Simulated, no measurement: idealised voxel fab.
voxel released beams: a process module
The width of the displayed cross-section, cut, is 225 nm; its cells are square, with a size of 5 nm.
The cross-sections in this document take the form of a grid made of square cells. They are written out as bands, in order from top to bottom. Each band consists of one or more rows of cells.
Heads up on the band format: heights come first, top then bottom, in nm. After that it's the materials left to right, each with its width in nm. A single material flagged "all across" fills the whole band edge to edge, and "air" means there's empty space there.
Measure heights from 0. That's the level where, below it, the as-received wafer is all one material. The lowest band is bottomless and extends downward; write it as in "from 0 down".
Width spec "30..40" -> top row of cells at first value, bottom row at second value, equal per-row change in between.
Where the words "identical to before" appear for a step, the cross-section shows no cell changed by that step; every cell remained as before.
Empty spaces without an open route to the top, at least 8 cells in extent, make up the entry "Enclosed void listing"; each is given as width x height at distance, where the distance is measured from the left edge, and all are in nm.
Text after the settings on a step's line: the simulator's own remark on that step.
overlay nm, on a step with a mask: how far to the right of its planned place the mask lay; to the left if negative
The planned process steps are enumerated hereunder:
step 1: RECEIVE | material Si
step 2: CONFORMAL_DEP | material Al2O3 | thk nm 10
step 3: DIRECTIONAL_DEP | material SiO2 | thk nm 20
step 4: DIRECTIONAL_DEP | material aC | thk nm 15
step 5: PATTERN | tone open | mask id ANCHOR | material resist | width nm 45 | thk nm 35 | overlay nm 0
step 6: DIRECTIONAL_ETCH | etch materials aC | depth nm 15
step 7: STRIP | etch materials resist
step 8: DIRECTIONAL_ETCH | etch materials SiO2 | depth nm 20
step 9: STRIP | etch materials aC
step 10: CONFORMAL_DEP | material polySi | thk nm 15
step 11: PATTERN | tone cover | mask id BEAM | material resist | width nm 120 | thk nm 20 | overlay nm 0
step 12: DIRECTIONAL_ETCH | etch materials polySi | depth nm 15
step 13: STRIP | etch materials resist
step 14: STRIP | etch materials SiO2
First out of two wafers; run went to plan:
Incoming wafer in cross-section (state: after step 1):
* from 0 down | Si all across
* Enclosed void listing: none
Cross-section through the wafer, step 2 finished:
* from 10 to 0 | Al2O3 all across
* Unchanged below 0.
Cross-section through the wafer, step 3 finished:
* from 30 to 10 | SiO2 all across
* Unchanged below 10.
Cross-section through the wafer, step 4 finished:
* from 45 to 30 | aC all across
* Unchanged below 30.
Cross-section through the wafer, step 5 finished:
* from 80 to 45 | resist 55 nm / air 45 nm / resist 125 nm
* Unchanged below 45.
Cross-section through the wafer, step 6 finished:
* from 65 to 45 | resist 55 nm / air 45 nm / resist 125 nm
* from 45 to 30 | aC 55 nm / air 45 nm / aC 125 nm
* Unchanged below 30.
Cross-section through the wafer, step 7 finished:
* from 45 to 30 | aC 55 nm / air 45 nm / aC 125 nm
* Unchanged below 30.
Cross-section through the wafer, step 8 finished:
* from 45 to 30 | aC 55 nm / air 45 nm / aC 125 nm
* from 30 to 10 | SiO2 55 nm / air 45 nm / SiO2 125 nm
* Unchanged below 10.
Cross-section through the wafer, step 9 finished:
* from 30 to 10 | SiO2 55 nm / air 45 nm / SiO2 125 nm
* Unchanged below 10.
Cross-section through the wafer, step 10 finished:
* from 45 to 30 | polySi 70 nm / air 15 nm / polySi 140 nm
* from 30 to 25 | SiO2 55 nm / polySi 15 nm / air 15 nm / polySi 15 nm / SiO2 125 nm
* from 25 to 10 | SiO2 55 nm / polySi 45 nm / SiO2 125 nm
* Unchanged below 10.
Cross-section through the wafer, step 11 finished:
* from 65 to 45 | air 50 nm / resist 120 nm / air 55 nm
* from 45 to 30 | polySi 70 nm / resist 15 nm / polySi 140 nm
* from 30 to 25 | SiO2 55 nm / polySi 15 nm / resist 15 nm / polySi 15 nm / SiO2 125 nm
* Unchanged below 25.
Cross-section through the wafer, step 12 finished:
* from 65 to 45 | air 50 nm / resist 120 nm / air 55 nm
* from 45 to 30 | air 50 nm / polySi 20 nm / resist 15 nm / polySi 85 nm / air 55 nm
* Unchanged below 30.
Cross-section through the wafer, step 13 finished:
* from 45 to 30 | air 50 nm / polySi 20 nm / air 15 nm / polySi 85 nm / air 55 nm
* from 30 to 25 | SiO2 55 nm / polySi 15 nm / air 15 nm / polySi 15 nm / SiO2 125 nm
* Unchanged below 25.
Cross-section through the wafer, step 14 finished:
* from 45 to 30 | air 50 nm / polySi 20 nm / air 15 nm / polySi 85 nm / air 55 nm
* from 30 to 25 | air 55 nm / polySi 15 nm / air 15 nm / polySi 15 nm / air 125 nm
* from 25 to 10 | air 55 nm / polySi 45 nm / air 125 nm
* Unchanged below 10.
For the second wafer, take the first wafer's start and plan, then add one mistake made in running it; everything through step 4, that step included, is shared with the first:
The second wafer in cross-section, at the planned close of step 5:
* from 80 to 45 | resist 60 nm / air 45 nm / resist 120 nm
* Unchanged below 45.
The second wafer in cross-section, at the planned close of step 6:
* from 65 to 45 | resist 60 nm / air 45 nm / resist 120 nm
* from 45 to 30 | aC 60 nm / air 45 nm / aC 120 nm
* Unchanged below 30.
The second wafer in cross-section, at the planned close of step 7:
* from 45 to 30 | aC 60 nm / air 45 nm / aC 120 nm
* Unchanged below 30.
The second wafer in cross-section, at the planned close of step 8:
* from 45 to 30 | aC 60 nm / air 45 nm / aC 120 nm
* from 30 to 10 | SiO2 60 nm / air 45 nm / SiO2 120 nm
* Unchanged below 10.
The second wafer in cross-section, at the planned close of step 9:
* from 30 to 10 | SiO2 60 nm / air 45 nm / SiO2 120 nm
* Unchanged below 10.
The second wafer in cross-section, at the planned close of step 10:
* from 45 to 30 | polySi 75 nm / air 15 nm / polySi 135 nm
* from 30 to 25 | SiO2 60 nm / polySi 15 nm / air 15 nm / polySi 15 nm / SiO2 120 nm
* from 25 to 10 | SiO2 60 nm / polySi 45 nm / SiO2 120 nm
* Unchanged below 10.
The second wafer in cross-section, at the planned close of step 11:
* from 65 to 45 | air 50 nm / resist 120 nm / air 55 nm
* from 45 to 30 | polySi 75 nm / resist 15 nm / polySi 135 nm
* from 30 to 25 | SiO2 60 nm / polySi 15 nm / resist 15 nm / polySi 15 nm / SiO2 120 nm
* Unchanged below 25.
The second wafer in cross-section, at the planned close of step 12:
* from 65 to 45 | air 50 nm / resist 120 nm / air 55 nm
* from 45 to 30 | air 50 nm / polySi 25 nm / resist 15 nm / polySi 80 nm / air 55 nm
* Unchanged below 30.
The second wafer in cross-section, at the planned close of step 13:
* from 45 to 30 | air 50 nm / polySi 25 nm / air 15 nm / polySi 80 nm / air 55 nm
* from 30 to 25 | SiO2 60 nm / polySi 15 nm / air 15 nm / polySi 15 nm / SiO2 120 nm
* Unchanged below 25.
The second wafer in cross-section, at the planned close of step 14:
* from 45 to 30 | air 50 nm / polySi 25 nm / air 15 nm / polySi 80 nm / air 55 nm
* from 30 to 25 | air 60 nm / polySi 15 nm / air 15 nm / polySi 15 nm / air 120 nm
* from 25 to 10 | air 60 nm / polySi 45 nm / air 120 nm
* Unchanged below 10.
Diagnosis: heads up, step 5 didn't go per plan, it actually ran as PATTERN | tone open | mask id ANCHOR | material resist | width nm 45 | thk nm 35 | overlay nm 5
The two final wafers agree on how many cells each material fills and disagree on which cells those are.
